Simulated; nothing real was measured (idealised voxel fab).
The following is a process module called voxel transistor to metal.
Shown is cross-section cut, with a width of 150 nm and square cells of size 5 nm.
Heads up, the way a cross-section reads in here is a grid of square cells, handed over as bands from the top down, with every band being one or more rows of cells. Band: top height; bottom height; in nm. Then, left to right: material with width in nm, for each material. "full width": a single material spanning edge to edge. "empty": empty space. Basically, 0 is our baseline, since under it the wafer straight out of the box is all one material. The bottom band has no lower end and keeps on going down, so it looks like "top 0, no bottom". A width such as "30 to 40" changes by the same amount from each row of cells to the next, from the band's top row to its bottom row. You'll sometimes find "no change" written for a step, and that's the way of saying that nowhere in the cross-section did a cell change during that step. What "Enclosed cavities" gives you is every empty space of 8 cells or more that is cut off from the top. Each appears as width x height at distance, with the distance taken from the left edge and width, height and distance all in nm. It should be noted that, on the line of a given step, the content following the step's settings is a remark produced by the simulator itself with respect to that step. overlay nm, on a step with a mask: how far to the right of its planned place the mask lay; to the left if negative.

The process steps that were planned are listed below:
1,RECEIVE with material Si
2,CONFORMAL_DEP with material SiO2, thk nm 5
3,CONFORMAL_DEP with material SiN, thk nm 10
4,PATTERN with tone cover, mask id ACTIVE, material resist, width nm 95, thk nm 15, overlay nm 0
5,DIRECTIONAL_ETCH with etch materials SiN, depth nm 10
6,DIRECTIONAL_ETCH with etch materials SiO2, depth nm 5
7,DIRECTIONAL_ETCH with etch materials Si, depth nm 25
8,STRIP with etch materials resist
9,OXIDIZE with depth nm 5
10,FILL_DEP with material SiO2, thk nm 10
11,CMP with height nm 15
12,SELECTIVE_ETCH with etch materials SiO2, depth nm 5
13,STRIP with etch materials SiN
14,SELECTIVE_ETCH with etch materials SiO2, depth nm 5
15,OXIDIZE with depth nm 5
16,DIRECTIONAL_DEP with material polySi, thk nm 30
17,DIRECTIONAL_DEP with material SiCN, thk nm 10
18,MASKED_ETCH with tone cover, mask id GATE, width nm 15, etch materials SiCN, depth nm 20, overlay nm 0
19,MASKED_ETCH with tone cover, mask id GATE, width nm 15, etch materials polySi, depth nm 40, overlay nm 0
20,CONFORMAL_DEP with material SiN, thk nm 10
21,DIRECTIONAL_ETCH with etch materials SiN, depth nm 10
22,DIRECTIONAL_ETCH with etch materials SiO2, depth nm 5
23,DIRECTIONAL_ETCH with etch materials Si, depth nm 10
24,EPI with material pSi, thk nm 10
25,FILL_DEP with material SiO2, thk nm 5
26,CMP with height nm 40
27,DIRECTIONAL_DEP with material SiO2, thk nm 15
28,MASKED_ETCH with tone open, mask id CONTACT, width nm 20, pitch nm 65, etch materials SiO2, depth nm 60, overlay nm 0
29,CONFORMAL_DEP with material TiN, thk nm 5
30,FILL_DEP with material Ru, thk nm 5
31,CMP with height nm 55
32,CONFORMAL_DEP with material SiCN, thk nm 5
33,DIRECTIONAL_DEP with material SiO2, thk nm 20
34,PATTERN with tone open, mask id METAL_1, material resist, width nm 20, pitch nm 65, thk nm 15, overlay nm 0
35,DIRECTIONAL_ETCH with etch materials SiO2, depth nm 20
36,DIRECTIONAL_ETCH with etch materials SiCN, depth nm 5
37,STRIP with etch materials resist
38,CONFORMAL_DEP with material TiN, thk nm 5
39,FILL_DEP with material Cu, thk nm 5
40,CMP with height nm 80
41,CONFORMAL_DEP with material SiN, thk nm 5

Account of the first of two wafers, which was processed as intended:

Cross-sectional view of the wafer in its as-received condition, corresponding to the state after step 1:
* top 0, no bottom | Si full width
* Enclosed cavities: none

Once step 2 is through, the wafer looks like this in cross-section:
* top 5, bottom 0 | SiO2 full width
* Heights below 0 show no change.

Once step 3 is through, the wafer looks like this in cross-section:
* top 15, bottom 5 | SiN full width
* Heights below 5 show no change.

Once step 4 is through, the wafer looks like this in cross-section:
* top 30, bottom 15 | empty (25), resist (95), empty (30)
* Heights below 15 show no change.

Once step 5 is through, the wafer looks like this in cross-section:
* top 30, bottom 15 | empty (25), resist (95), empty (30)
* top 15, bottom 5 | empty (25), SiN (95), empty (30)
* Heights below 5 show no change.

Once step 6 is through, the wafer looks like this in cross-section:
* top 30, bottom 15 | empty (25), resist (95), empty (30)
* top 15, bottom 5 | empty (25), SiN (95), empty (30)
* top 5, bottom 0 | empty (25), SiO2 (95), empty (30)
* Heights below 0 show no change.

Once step 7 is through, the wafer looks like this in cross-section:
* top 30, bottom 15 | empty (25), resist (95), empty (30)
* top 15, bottom 5 | empty (25), SiN (95), empty (30)
* top 5, bottom 0 | empty (25), SiO2 (95), empty (30)
* top 0, bottom -25 | empty (25), Si (95), empty (30)
* Heights below -25 show no change.

Once step 8 is through, the wafer looks like this in cross-section:
* top 15, bottom 5 | empty (25), SiN (95), empty (30)
* Heights below 5 show no change.

Once step 9 is through, the wafer looks like this in cross-section:
* top 15, bottom 5 | empty (25), SiN (95), empty (30)
* top 5, bottom 0 | empty (25), SiO2 (95), empty (30)
* top 0, bottom -25 | empty (25), SiO2 (5), Si (85), SiO2 (5), empty (30)
* top -25, bottom -30 | SiO2 (30), Si (85), SiO2 (35)
* Heights below -30 show no change.

Once step 10 is through, the wafer looks like this in cross-section:
* top 25, bottom 15 | SiO2 full width
* top 15, bottom 5 | SiO2 (25), SiN (95), SiO2 (30)
* top 5, bottom 0 | SiO2 full width
* top 0, bottom -30 | SiO2 (30), Si (85), SiO2 (35)
* Heights below -30 show no change.

Once step 11 is through, the wafer looks like this in cross-section:
* top 15, bottom 5 | SiO2 (25), SiN (95), SiO2 (30)
* Heights below 5 show no change.

Once step 12 is through, the wafer looks like this in cross-section:
* top 15, bottom 10 | empty (25), SiN (95), empty (30)
* Heights below 10 show no change.

Once step 13 is through, the wafer looks like this in cross-section:
* top 10, bottom 5 | SiO2 (25), empty (95), SiO2 (30)
* Heights below 5 show no change.

Once step 14 is through, the wafer looks like this in cross-section:
* top 5, bottom 0 | SiO2 (20), empty (105), SiO2 (25)
* Heights below 0 show no change.

Once step 15 is through, the wafer looks like this in cross-section:
* top 5, bottom 0 | SiO2 (20), empty (105), SiO2 (25)
* top 0, bottom -5 | SiO2 full width
* Heights below -5 show no change.

Once step 16 is through, the wafer looks like this in cross-section:
* top 35, bottom 30 | polySi (20), empty (105), polySi (25)
* top 30, bottom 5 | polySi full width
* top 5, bottom 0 | SiO2 (20), polySi (105), SiO2 (25)
* Heights below 0 show no change.

Once step 17 is through, the wafer looks like this in cross-section:
* top 45, bottom 40 | SiCN (20), empty (105), SiCN (25)
* top 40, bottom 35 | SiCN full width
* top 35, bottom 30 | polySi (20), SiCN (105), polySi (25)
* Heights below 30 show no change.

Once step 18 is through, the wafer looks like this in cross-section:
* top 40, bottom 35 | empty (65), SiCN (15), empty (70)
* top 35, bottom 30 | polySi (20), empty (45), SiCN (15), empty (45), polySi (25)
* Heights below 30 show no change.

Once step 19 is through, the wafer looks like this in cross-section:
* top 40, bottom 30 | empty (65), SiCN (15), empty (70)
* top 30, bottom 5 | empty (65), polySi (15), empty (70)
* top 5, bottom 0 | SiO2 (20), empty (45), polySi (15), empty (45), SiO2 (25)
* Heights below 0 show no change.

Once step 20 is through, the wafer looks like this in cross-section:
* top 50, bottom 40 | empty (55), SiN (35), empty (60)
* top 40, bottom 30 | empty (55), SiN (10), SiCN (15), SiN (10), empty (60)
* top 30, bottom 15 | empty (55), SiN (10), polySi (15), SiN (10), empty (60)
* top 15, bottom 10 | SiN (30), empty (25), SiN (10), polySi (15), SiN (10), empty (25), SiN (35)
* top 10, bottom 5 | SiN (65), polySi (15), SiN (70)
* top 5, bottom 0 | SiO2 (20), SiN (45), polySi (15), SiN (45), SiO2 (25)
* Heights below 0 show no change.

Once step 21 is through, the wafer looks like this in cross-section:
* top 40, bottom 30 | empty (55), SiN (10), SiCN (15), SiN (10), empty (60)
* top 30, bottom 5 | empty (55), SiN (10), polySi (15), SiN (10), empty (60)
* top 5, bottom 0 | SiO2 (20), SiN (10), empty (25), SiN (10), polySi (15), SiN (10), empty (25), SiN (10), SiO2 (25)
* Heights below 0 show no change.

Once step 22 is through, the wafer looks like this in cross-section:
* top 40, bottom 30 | empty (55), SiN (10), SiCN (15), SiN (10), empty (60)
* top 30, bottom 5 | empty (55), SiN (10), polySi (15), SiN (10), empty (60)
* top 5, bottom 0 | empty (20), SiN (10), empty (25), SiN (10), polySi (15), SiN (10), empty (25), SiN (10), empty (25)
* top 0, bottom -5 | SiO2 (30), empty (25), SiO2 (35), empty (25), SiO2 (35)
* Heights below -5 show no change.

Once step 23 is through, the wafer looks like this in cross-section:
* top 40, bottom 30 | empty (55), SiN (10), SiCN (15), SiN (10), empty (60)
* top 30, bottom 5 | empty (55), SiN (10), polySi (15), SiN (10), empty (60)
* top 5, bottom 0 | empty (20), SiN (10), empty (25), SiN (10), polySi (15), SiN (10), empty (25), SiN (10), empty (25)
* top 0, bottom -5 | SiO2 (30), empty (25), SiO2 (35), empty (25), SiO2 (35)
* top -5, bottom -15 | SiO2 (30), empty (25), Si (35), empty (25), SiO2 (35)
* Heights below -15 show no change.

Once step 24 is through, the wafer looks like this in cross-section:
* top 40, bottom 30 | empty (55), SiN (10), SiCN (15), SiN (10), empty (60)
* top 30, bottom 5 | empty (55), SiN (10), polySi (15), SiN (10), empty (60)
* top 5, bottom 0 | empty (20), SiN (10), empty (15), pSi (10), SiN (10), polySi (15), SiN (10), pSi (10), empty (15), SiN (10), empty (25)
* top 0, bottom -5 | SiO2 (30), empty (15), pSi (10), SiO2 (35), pSi (10), empty (15), SiO2 (35)
* top -5, bottom -15 | SiO2 (30), pSi (25), Si (35), pSi (25), SiO2 (35)
* Heights below -15 show no change.

Once step 25 is through, the wafer looks like this in cross-section:
* top 45, bottom 40 | SiO2 full width
* top 40, bottom 30 | SiO2 (55), SiN (10), SiCN (15), SiN (10), SiO2 (60)
* top 30, bottom 5 | SiO2 (55), SiN (10), polySi (15), SiN (10), SiO2 (60)
* top 5, bottom 0 | SiO2 (20), SiN (10), SiO2 (15), pSi (10), SiN (10), polySi (15), SiN (10), pSi (10), SiO2 (15), SiN (10), SiO2 (25)
* top 0, bottom -5 | SiO2 (45), pSi (10), SiO2 (35), pSi (10), SiO2 (50)
* Heights below -5 show no change.

Once step 26 is through, the wafer looks like this in cross-section:
* top 40, bottom 30 | SiO2 (55), SiN (10), SiCN (15), SiN (10), SiO2 (60)
* Heights below 30 show no change.

Once step 27 is through, the wafer looks like this in cross-section:
* top 55, bottom 40 | SiO2 full width
* Heights below 40 show no change.

Once step 28 is through, the wafer looks like this in cross-section:
* top 55, bottom 40 | SiO2 (30), empty (20), SiO2 (45), empty (20), SiO2 (35)
* top 40, bottom 30 | SiO2 (30), empty (20), SiO2 (5), SiN (10), SiCN (15), SiN (10), SiO2 (5), empty (20), SiO2 (35)
* top 30, bottom 5 | SiO2 (30), empty (20), SiO2 (5), SiN (10), polySi (15), SiN (10), SiO2 (5), empty (20), SiO2 (35)
* top 5, bottom 0 | SiO2 (20), SiN (10), empty (15), pSi (10), SiN (10), polySi (15), SiN (10), pSi (10), empty (15), SiN (10), SiO2 (25)
* top 0, bottom -5 | SiO2 (30), empty (15), pSi (10), SiO2 (35), pSi (10), empty (15), SiO2 (35)
* Heights below -5 show no change.

Once step 29 is through, the wafer looks like this in cross-section:
* top 60, bottom 55 | TiN (35), empty (10), TiN (55), empty (10), TiN (40)
* top 55, bottom 40 | SiO2 (30), TiN (5), empty (10), TiN (5), SiO2 (45), TiN (5), empty (10), TiN (5), SiO2 (35)
* top 40, bottom 30 | SiO2 (30), TiN (5), empty (10), TiN (5), SiO2 (5), SiN (10), SiCN (15), SiN (10), SiO2 (5), TiN (5), empty (10), TiN (5), SiO2 (35)
* top 30, bottom 10 | SiO2 (30), TiN (5), empty (10), TiN (5), SiO2 (5), SiN (10), polySi (15), SiN (10), SiO2 (5), TiN (5), empty (10), TiN (5), SiO2 (35)
* top 10, bottom 5 | SiO2 (30), TiN (5), empty (5), TiN (10), SiO2 (5), SiN (10), polySi (15), SiN (10), SiO2 (5), TiN (10), empty (5), TiN (5), SiO2 (35)
* top 5, bottom 0 | SiO2 (20), SiN (10), TiN (5), empty (5), TiN (5), pSi (10), SiN (10), polySi (15), SiN (10), pSi (10), TiN (5), empty (5), TiN (5), SiN (10), SiO2 (25)
* top 0, bottom -5 | SiO2 (30), TiN (15), pSi (10), SiO2 (35), pSi (10), TiN (15), SiO2 (35)
* Heights below -5 show no change.

Once step 30 is through, the wafer looks like this in cross-section:
* top 65, bottom 60 | Ru full width
* top 60, bottom 55 | TiN (35), Ru (10), TiN (55), Ru (10), TiN (40)
* top 55, bottom 40 | SiO2 (30), TiN (5), Ru (10), TiN (5), SiO2 (45), TiN (5), Ru (10), TiN (5), SiO2 (35)
* top 40, bottom 30 | SiO2 (30), TiN (5), Ru (10), TiN (5), SiO2 (5), SiN (10), SiCN (15), SiN (10), SiO2 (5), TiN (5), Ru (10), TiN (5), SiO2 (35)
* top 30, bottom 10 | SiO2 (30), TiN (5), Ru (10), TiN (5), SiO2 (5), SiN (10), polySi (15), SiN (10), SiO2 (5), TiN (5), Ru (10), TiN (5), SiO2 (35)
* top 10, bottom 5 | SiO2 (30), TiN (5), Ru (5), TiN (10), SiO2 (5), SiN (10), polySi (15), SiN (10), SiO2 (5), TiN (10), Ru (5), TiN (5), SiO2 (35)
* top 5, bottom 0 | SiO2 (20), SiN (10), TiN (5), Ru (5), TiN (5), pSi (10), SiN (10), polySi (15), SiN (10), pSi (10), TiN (5), Ru (5), TiN (5), SiN (10), SiO2 (25)
* Heights below 0 show no change.

Once step 31 is through, the wafer looks like this in cross-section:
* top 55, bottom 40 | SiO2 (30), TiN (5), Ru (10), TiN (5), SiO2 (45), TiN (5), Ru (10), TiN (5), SiO2 (35)
* Heights below 40 show no change.

Once step 32 is through, the wafer looks like this in cross-section:
* top 60, bottom 55 | SiCN full width
* Heights below 55 show no change.

Once step 33 is through, the wafer looks like this in cross-section:
* top 80, bottom 60 | SiO2 full width
* Heights below 60 show no change.

Once step 34 is through, the wafer looks like this in cross-section:
* top 95, bottom 80 | resist (30), empty (20), resist (45), empty (20), resist (35)
* Heights below 80 show no change.

Once step 35 is through, the wafer looks like this in cross-section:
* top 95, bottom 80 | resist (30), empty (20), resist (45), empty (20), resist (35)
* top 80, bottom 60 | SiO2 (30), empty (20), SiO2 (45), empty (20), SiO2 (35)
* Heights below 60 show no change.

Once step 36 is through, the wafer looks like this in cross-section:
* top 95, bottom 80 | resist (30), empty (20), resist (45), empty (20), resist (35)
* top 80, bottom 60 | SiO2 (30), empty (20), SiO2 (45), empty (20), SiO2 (35)
* top 60, bottom 55 | SiCN (30), empty (20), SiCN (45), empty (20), SiCN (35)
* Heights below 55 show no change.

Once step 37 is through, the wafer looks like this in cross-section:
* top 80, bottom 60 | SiO2 (30), empty (20), SiO2 (45), empty (20), SiO2 (35)
* Heights below 60 show no change.

Once step 38 is through, the wafer looks like this in cross-section:
* top 85, bottom 80 | TiN (35), empty (10), TiN (55), empty (10), TiN (40)
* top 80, bottom 60 | SiO2 (30), TiN (5), empty (10), TiN (5), SiO2 (45), TiN (5), empty (10), TiN (5), SiO2 (35)
* top 60, bottom 55 | SiCN (30), TiN (20), SiCN (45), TiN (20), SiCN (35)
* Heights below 55 show no change.

Once step 39 is through, the wafer looks like this in cross-section:
* top 90, bottom 85 | Cu full width
* top 85, bottom 80 | TiN (35), Cu (10), TiN (55), Cu (10), TiN (40)
* top 80, bottom 60 | SiO2 (30), TiN (5), Cu (10), TiN (5), SiO2 (45), TiN (5), Cu (10), TiN (5), SiO2 (35)
* Heights below 60 show no change.

Once step 40 is through, the wafer looks like this in cross-section:
* top 80, bottom 60 | SiO2 (30), TiN (5), Cu (10), TiN (5), SiO2 (45), TiN (5), Cu (10), TiN (5), SiO2 (35)
* Heights below 60 show no change.

Once step 41 is through, the wafer looks like this in cross-section:
* top 85, bottom 80 | SiN full width
* Heights below 80 show no change.

Now the other wafer: same start, same recipe, but we messed up one thing when running it. Up to and including step 1 it's the same as the first one:

Cross-section of the second wafer corresponding to the planned conclusion of step 2: no change

Cross-section of the second wafer corresponding to the planned conclusion of step 3:
* top 10, bottom 0 | SiN full width
* Heights below 0 show no change.

Cross-section of the second wafer corresponding to the planned conclusion of step 4:
* top 25, bottom 10 | empty (25), resist (95), empty (30)
* Heights below 10 show no change.

Cross-section of the second wafer corresponding to the planned conclusion of step 5:
* top 25, bottom 10 | empty (25), resist (95), empty (30)
* top 10, bottom 0 | empty (25), SiN (95), empty (30)
* Heights below 0 show no change.

Cross-section of the second wafer corresponding to the planned conclusion of step 6: no change

Cross-section of the second wafer corresponding to the planned conclusion of step 7:
* top 25, bottom 10 | empty (25), resist (95), empty (30)
* top 10, bottom 0 | empty (25), SiN (95), empty (30)
* top 0, bottom -25 | empty (25), Si (95), empty (30)
* Heights below -25 show no change.

Cross-section of the second wafer corresponding to the planned conclusion of step 8:
* top 10, bottom 0 | empty (25), SiN (95), empty (30)
* Heights below 0 show no change.

Cross-section of the second wafer corresponding to the planned conclusion of step 9:
* top 10, bottom 0 | empty (25), SiN (95), empty (30)
* top 0, bottom -25 | empty (25), SiO2 (5), Si (85), SiO2 (5), empty (30)
* top -25, bottom -30 | SiO2 (30), Si (85), SiO2 (35)
* Heights below -30 show no change.

Cross-section of the second wafer corresponding to the planned conclusion of step 10:
* top 20, bottom 10 | SiO2 full width
* top 10, bottom 0 | SiO2 (25), SiN (95), SiO2 (30)
* top 0, bottom -30 | SiO2 (30), Si (85), SiO2 (35)
* Heights below -30 show no change.

Cross-section of the second wafer corresponding to the planned conclusion of step 11:
* top 15, bottom 10 | SiO2 full width
* Heights below 10 show no change.

Cross-section of the second wafer corresponding to the planned conclusion of step 12:
* top 10, bottom 0 | SiO2 (25), SiN (95), SiO2 (30)
* Heights below 0 show no change.

Cross-section of the second wafer corresponding to the planned conclusion of step 13:
* top 10, bottom 0 | SiO2 (25), empty (95), SiO2 (30)
* Heights below 0 show no change.

Cross-section of the second wafer corresponding to the planned conclusion of step 14:
* top 5, bottom 0 | SiO2 (20), empty (105), SiO2 (25)
* top 0, bottom -5 | SiO2 (20), empty (10), Si (85), empty (10), SiO2 (25)
* Heights below -5 show no change.

Cross-section of the second wafer corresponding to the planned conclusion of step 15:
* top 5, bottom 0 | SiO2 (20), empty (105), SiO2 (25)
* top 0, bottom -5 | SiO2 (20), empty (10), SiO2 (85), empty (10), SiO2 (25)
* top -5, bottom -10 | SiO2 (35), Si (75), SiO2 (40)
* Heights below -10 show no change.

Cross-section of the second wafer corresponding to the planned conclusion of step 16:
* top 35, bottom 30 | polySi (20), empty (105), polySi (25)
* top 30, bottom 25 | polySi (20), empty (10), polySi (85), empty (10), polySi (25)
* top 25, bottom 5 | polySi full width
* top 5, bottom 0 | SiO2 (20), polySi (105), SiO2 (25)
* top 0, bottom -5 | SiO2 (20), polySi (10), SiO2 (85), polySi (10), SiO2 (25)
* Heights below -5 show no change.

Cross-section of the second wafer corresponding to the planned conclusion of step 17:
* top 45, bottom 40 | SiCN (20), empty (105), SiCN (25)
* top 40, bottom 35 | SiCN (20), empty (10), SiCN (85), empty (10), SiCN (25)
* top 35, bottom 30 | polySi (20), SiCN (105), polySi (25)
* top 30, bottom 25 | polySi (20), SiCN (10), polySi (85), SiCN (10), polySi (25)
* Heights below 25 show no change.

Cross-section of the second wafer corresponding to the planned conclusion of step 18:
* top 40, bottom 35 | empty (65), SiCN (15), empty (70)
* top 35, bottom 30 | polySi (20), empty (45), SiCN (15), empty (45), polySi (25)
* top 30, bottom 25 | polySi (20), empty (10), polySi (85), empty (10), polySi (25)
* Heights below 25 show no change.

Cross-section of the second wafer corresponding to the planned conclusion of step 19:
* top 40, bottom 30 | empty (65), SiCN (15), empty (70)
* top 30, bottom 5 | empty (65), polySi (15), empty (70)
* top 5, bottom 0 | SiO2 (20), empty (45), polySi (15), empty (45), SiO2 (25)
* top 0, bottom -5 | SiO2 (20), empty (10), SiO2 (85), empty (10), SiO2 (25)
* Heights below -5 show no change.

Cross-section of the second wafer corresponding to the planned conclusion of step 20:
* top 50, bottom 40 | empty (55), SiN (35), empty (60)
* top 40, bottom 30 | empty (55), SiN (10), SiCN (15), SiN (10), empty (60)
* top 30, bottom 15 | empty (55), SiN (10), polySi (15), SiN (10), empty (60)
* top 15, bottom 10 | SiN (30), empty (25), SiN (10), polySi (15), SiN (10), empty (25), SiN (35)
* top 10, bottom 5 | SiN (65), polySi (15), SiN (70)
* top 5, bottom 0 | SiO2 (20), SiN (45), polySi (15), SiN (45), SiO2 (25)
* top 0, bottom -5 | SiO2 (20), SiN (10), SiO2 (85), SiN (10), SiO2 (25)
* Heights below -5 show no change.

Cross-section of the second wafer corresponding to the planned conclusion of step 21:
* top 40, bottom 30 | empty (55), SiN (10), SiCN (15), SiN (10), empty (60)
* top 30, bottom 5 | empty (55), SiN (10), polySi (15), SiN (10), empty (60)
* top 5, bottom 0 | SiO2 (20), SiN (10), empty (25), SiN (10), polySi (15), SiN (10), empty (25), SiN (10), SiO2 (25)
* Heights below 0 show no change.

Cross-section of the second wafer corresponding to the planned conclusion of step 22:
* top 40, bottom 30 | empty (55), SiN (10), SiCN (15), SiN (10), empty (60)
* top 30, bottom 5 | empty (55), SiN (10), polySi (15), SiN (10), empty (60)
* top 5, bottom 0 | empty (20), SiN (10), empty (25), SiN (10), polySi (15), SiN (10), empty (25), SiN (10), empty (25)
* top 0, bottom -5 | SiO2 (20), SiN (10), empty (25), SiO2 (35), empty (25), SiN (10), SiO2 (25)
* Heights below -5 show no change.

Cross-section of the second wafer corresponding to the planned conclusion of step 23:
* top 40, bottom 30 | empty (55), SiN (10), SiCN (15), SiN (10), empty (60)
* top 30, bottom 5 | empty (55), SiN (10), polySi (15), SiN (10), empty (60)
* top 5, bottom 0 | empty (20), SiN (10), empty (25), SiN (10), polySi (15), SiN (10), empty (25), SiN (10), empty (25)
* top 0, bottom -5 | SiO2 (20), SiN (10), empty (25), SiO2 (35), empty (25), SiN (10), SiO2 (25)
* top -5, bottom -10 | SiO2 (35), empty (20), Si (35), empty (20), SiO2 (40)
* top -10, bottom -15 | SiO2 (30), Si (5), empty (20), Si (35), empty (20), Si (5), SiO2 (35)
* Heights below -15 show no change.

Cross-section of the second wafer corresponding to the planned conclusion of step 24:
* top 40, bottom 30 | empty (55), SiN (10), SiCN (15), SiN (10), empty (60)
* top 30, bottom 5 | empty (55), SiN (10), polySi (15), SiN (10), empty (60)
* top 5, bottom 0 | empty (20), SiN (10), empty (15), pSi (10), SiN (10), polySi (15), SiN (10), pSi (10), empty (15), SiN (10), empty (25)
* top 0, bottom -5 | SiO2 (20), SiN (10), pSi (25), SiO2 (35), pSi (25), SiN (10), SiO2 (25)
* top -5, bottom -10 | SiO2 (35), pSi (20), Si (35), pSi (20), SiO2 (40)
* top -10, bottom -15 | SiO2 (30), Si (5), pSi (20), Si (35), pSi (20), Si (5), SiO2 (35)
* Heights below -15 show no change.

Cross-section of the second wafer corresponding to the planned conclusion of step 25:
* top 45, bottom 40 | SiO2 full width
* top 40, bottom 30 | SiO2 (55), SiN (10), SiCN (15), SiN (10), SiO2 (60)
* top 30, bottom 5 | SiO2 (55), SiN (10), polySi (15), SiN (10), SiO2 (60)
* top 5, bottom 0 | SiO2 (20), SiN (10), SiO2 (15), pSi (10), SiN (10), polySi (15), SiN (10), pSi (10), SiO2 (15), SiN (10), SiO2 (25)
* Heights below 0 show no change.

Cross-section of the second wafer corresponding to the planned conclusion of step 26:
* top 40, bottom 30 | SiO2 (55), SiN (10), SiCN (15), SiN (10), SiO2 (60)
* Heights below 30 show no change.

Cross-section of the second wafer corresponding to the planned conclusion of step 27:
* top 55, bottom 40 | SiO2 full width
* Heights below 40 show no change.

Cross-section of the second wafer corresponding to the planned conclusion of step 28:
* top 55, bottom 40 | SiO2 (30), empty (20), SiO2 (45), empty (20), SiO2 (35)
* top 40, bottom 30 | SiO2 (30), empty (20), SiO2 (5), SiN (10), SiCN (15), SiN (10), SiO2 (5), empty (20), SiO2 (35)
* top 30, bottom 5 | SiO2 (30), empty (20), SiO2 (5), SiN (10), polySi (15), SiN (10), SiO2 (5), empty (20), SiO2 (35)
* top 5, bottom 0 | SiO2 (20), SiN (10), empty (15), pSi (10), SiN (10), polySi (15), SiN (10), pSi (10), empty (15), SiN (10), SiO2 (25)
* Heights below 0 show no change.

Cross-section of the second wafer corresponding to the planned conclusion of step 29:
* top 60, bottom 55 | TiN (35), empty (10), TiN (55), empty (10), TiN (40)
* top 55, bottom 40 | SiO2 (30), TiN (5), empty (10), TiN (5), SiO2 (45), TiN (5), empty (10), TiN (5), SiO2 (35)
* top 40, bottom 30 | SiO2 (30), TiN (5), empty (10), TiN (5), SiO2 (5), SiN (10), SiCN (15), SiN (10), SiO2 (5), TiN (5), empty (10), TiN (5), SiO2 (35)
* top 30, bottom 10 | SiO2 (30), TiN (5), empty (10), TiN (5), SiO2 (5), SiN (10), polySi (15), SiN (10), SiO2 (5), TiN (5), empty (10), TiN (5), SiO2 (35)
* top 10, bottom 5 | SiO2 (30), TiN (5), empty (5), TiN (10), SiO2 (5), SiN (10), polySi (15), SiN (10), SiO2 (5), TiN (10), empty (5), TiN (5), SiO2 (35)
* top 5, bottom 0 | SiO2 (20), SiN (10), TiN (15), pSi (10), SiN (10), polySi (15), SiN (10), pSi (10), TiN (15), SiN (10), SiO2 (25)
* Heights below 0 show no change.

Cross-section of the second wafer corresponding to the planned conclusion of step 30:
* top 65, bottom 60 | Ru full width
* top 60, bottom 55 | TiN (35), Ru (10), TiN (55), Ru (10), TiN (40)
* top 55, bottom 40 | SiO2 (30), TiN (5), Ru (10), TiN (5), SiO2 (45), TiN (5), Ru (10), TiN (5), SiO2 (35)
* top 40, bottom 30 | SiO2 (30), TiN (5), Ru (10), TiN (5), SiO2 (5), SiN (10), SiCN (15), SiN (10), SiO2 (5), TiN (5), Ru (10), TiN (5), SiO2 (35)
* top 30, bottom 10 | SiO2 (30), TiN (5), Ru (10), TiN (5), SiO2 (5), SiN (10), polySi (15), SiN (10), SiO2 (5), TiN (5), Ru (10), TiN (5), SiO2 (35)
* top 10, bottom 5 | SiO2 (30), TiN (5), Ru (5), TiN (10), SiO2 (5), SiN (10), polySi (15), SiN (10), SiO2 (5), TiN (10), Ru (5), TiN (5), SiO2 (35)
* Heights below 5 show no change.

Cross-section of the second wafer corresponding to the planned conclusion of step 31:
* top 55, bottom 40 | SiO2 (30), TiN (5), Ru (10), TiN (5), SiO2 (45), TiN (5), Ru (10), TiN (5), SiO2 (35)
* Heights below 40 show no change.

Cross-section of the second wafer corresponding to the planned conclusion of step 32:
* top 60, bottom 55 | SiCN full width
* Heights below 55 show no change.

Cross-section of the second wafer corresponding to the planned conclusion of step 33:
* top 80, bottom 60 | SiO2 full width
* Heights below 60 show no change.

Cross-section of the second wafer corresponding to the planned conclusion of step 34:
* top 95, bottom 80 | resist (30), empty (20), resist (45), empty (20), resist (35)
* Heights below 80 show no change.

Cross-section of the second wafer corresponding to the planned conclusion of step 35:
* top 95, bottom 80 | resist (30), empty (20), resist (45), empty (20), resist (35)
* top 80, bottom 60 | SiO2 (30), empty (20), SiO2 (45), empty (20), SiO2 (35)
* Heights below 60 show no change.

Cross-section of the second wafer corresponding to the planned conclusion of step 36:
* top 95, bottom 80 | resist (30), empty (20), resist (45), empty (20), resist (35)
* top 80, bottom 60 | SiO2 (30), empty (20), SiO2 (45), empty (20), SiO2 (35)
* top 60, bottom 55 | SiCN (30), empty (20), SiCN (45), empty (20), SiCN (35)
* Heights below 55 show no change.

Cross-section of the second wafer corresponding to the planned conclusion of step 37:
* top 80, bottom 60 | SiO2 (30), empty (20), SiO2 (45), empty (20), SiO2 (35)
* Heights below 60 show no change.

Cross-section of the second wafer corresponding to the planned conclusion of step 38:
* top 85, bottom 80 | TiN (35), empty (10), TiN (55), empty (10), TiN (40)
* top 80, bottom 60 | SiO2 (30), TiN (5), empty (10), TiN (5), SiO2 (45), TiN (5), empty (10), TiN (5), SiO2 (35)
* top 60, bottom 55 | SiCN (30), TiN (20), SiCN (45), TiN (20), SiCN (35)
* Heights below 55 show no change.

Cross-section of the second wafer corresponding to the planned conclusion of step 39:
* top 90, bottom 85 | Cu full width
* top 85, bottom 80 | TiN (35), Cu (10), TiN (55), Cu (10), TiN (40)
* top 80, bottom 60 | SiO2 (30), TiN (5), Cu (10), TiN (5), SiO2 (45), TiN (5), Cu (10), TiN (5), SiO2 (35)
* Heights below 60 show no change.

Cross-section of the second wafer corresponding to the planned conclusion of step 40:
* top 80, bottom 60 | SiO2 (30), TiN (5), Cu (10), TiN (5), SiO2 (45), TiN (5), Cu (10), TiN (5), SiO2 (35)
* Heights below 60 show no change.

Cross-section of the second wafer corresponding to the planned conclusion of step 41:
* top 85, bottom 80 | SiN full width
* Heights below 80 show no change.
What was the processing mistake? heads up, step 2 of the plan was skipped and never actually ran
Final tally in cells, some materials are higher or lower on the second wafer than on the first: Ru: 2 fewer, Si: 2 more, SiN: 4 more, SiO2: 2 fewer, TiN: 4 fewer, pSi: 2 more
